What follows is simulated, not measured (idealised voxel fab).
The document below concerns the process module designated voxel gate over fins.
The width of the displayed cross-section, cut, is 220 nm; its cells are square, with a size of 5 nm.
Square cells in a grid make up a cross-section in this document, and the grid is given as bands, listed from the top down, each one or more rows of cells.
For a band, the entry starts with two heights in nm, that of the top and then that of the bottom, and carries on with the band's materials in order from left to right, each alongside its width in nm; the word "all across" beside a single material means it fills the band edge to edge, and "empty" means empty space.
Counting heights begins at 0, where everything beneath is, in the wafer as received, one material. The lowest band has no bottom; it goes on downwards, as "0 down" shows.
With a width like "30..40", each row of cells in the band differs from the next by the same amount, the top row carrying the first number and the bottom row the second.
For the purposes of this document, the phrase "everything unchanged" attached to a step denotes that no cell within the cross-section was modified by that step.
Entry "Completely enclosed voids". Content: empty spaces with no open connection to the top, size 8 cells or greater. Each: width x height at distance. Distance: from left edge. Unit: nm.
Where a step's line continues beyond its settings, the continuation is a remark by the simulator itself on that step.
The "overlay nm" setting may appear on a step's line; for a step that uses a mask, it gives how far to the right of its planned position the mask lay, and a negative value indicates the left.

-- Planned step list for the process
1) RECEIVE,material Si
2) CONFORMAL_DEP,material SiN,thk nm 10
3) MASKED_ETCH,tone cover,mask id FINS,width nm 15,pitch nm 35,etch materials SiN,depth nm 10,overlay nm 0
4) MASKED_ETCH,tone cover,mask id FINS,width nm 15,pitch nm 35,etch materials Si,depth nm 30,overlay nm 0
5) OXIDIZE,depth nm 5
6) FILL_DEP,material SiO2,thk nm 10
7) CMP,height nm 10
8) SELECTIVE_ETCH,etch materials SiO2,depth nm 25
9) STRIP,etch materials SiN
10) CONFORMAL_DEP,material HfO2,thk nm 5
11) CONFORMAL_DEP,material TiN,thk nm 5
12) CONFORMAL_DEP,material TiAl,thk nm 5
13) CONFORMAL_DEP,material TiN,thk nm 5
14) FILL_DEP,material W,thk nm 15
15) CMP,height nm 30
16) CONFORMAL_DEP,material SiN,thk nm 5

-- The cross-section here shows the wafer as received, i.e. in its state after step 1
  0 down | Si all across
  Completely enclosed voids: none

-- Looking at the first of two wafers in cross-section at end of module - ran to plan
  35 to 30 | SiN all across
  30 to 20 | W all across
  20 to 15 | 70 of W / 80 of TiN / 70 of W
  15 to 10 | 70 of W / 5 of TiN / 70 of TiAl / 5 of TiN / 70 of W
  10 to 5 | 70 of W / 5 of TiN / 5 of TiAl / 25 of TiN / 10 of TiAl / 25 of TiN / 5 of TiAl / 5 of TiN / 70 of W
  5 to 0 | 75 of TiN / 5 of TiAl / 5 of TiN / 15 of HfO2 / 5 of TiN / 10 of TiAl / 5 of TiN / 15 of HfO2 / 5 of TiN / 5 of TiAl / 75 of TiN
  0 to -5 | 80 of TiAl / 5 of TiN / 5 of HfO2 / 5 of Si / 5 of HfO2 / 5 of TiN / 10 of TiAl / 5 of TiN / 5 of HfO2 / 5 of Si / 5 of HfO2 / 5 of TiN / 80 of TiAl
  -5 to -10 | 85 of TiN / 5 of HfO2 / 5 of Si / 5 of HfO2 / 20 of TiN / 5 of HfO2 / 5 of Si / 5 of HfO2 / 85 of TiN
  -10 to -15 | 90 of HfO2 / 5 of Si / 30 of HfO2 / 5 of Si / 90 of HfO2
  -15 to -35 | 90 of SiO2 / 5 of Si / 30 of SiO2 / 5 of Si / 90 of SiO2
  -35 down | Si all across
  Completely enclosed voids: none

-- Here is the second of the two wafers cut open at the end of the module - same start, same plan as the first one, but we made one mistake running it
  35 to 30 | SiN all across
  30 to 25 | 60 of W / 100 of TiN / 60 of W
  25 to 20 | 60 of W / 5 of TiN / 90 of TiAl / 5 of TiN / 60 of W
  20 to 15 | 60 of W / 5 of TiN / 5 of TiAl / 80 of TiN / 5 of TiAl / 5 of TiN / 60 of W
  15 to 10 | 65 of TiN / 5 of TiAl / 80 of TiN / 5 of TiAl / 65 of TiN
  10 to 5 | 70 of TiAl / 80 of TiN / 70 of TiAl
  5 to 0 | 85 of TiN / 15 of HfO2 / 20 of TiN / 15 of HfO2 / 85 of TiN
  0 to -10 | 85 of TiN / 5 of HfO2 / 5 of Si / 5 of HfO2 / 20 of TiN / 5 of HfO2 / 5 of Si / 5 of HfO2 / 85 of TiN
  -10 to -15 | 90 of HfO2 / 5 of Si / 30 of HfO2 / 5 of Si / 90 of HfO2
  -15 to -35 | 90 of SiO2 / 5 of Si / 30 of SiO2 / 5 of Si / 90 of SiO2
  -35 down | Si all across
  Completely enclosed voids: none
Nonconformance to the process plan: so step 11 ended up running with a different setting than we planned, it ran as CONFORMAL_DEP,material TiN,thk nm 15
The final cell counts differ between the wafers, with the second having more or fewer of some materials than the first: 6 fewer of TiAl, 106 more of TiN, 100 fewer of W
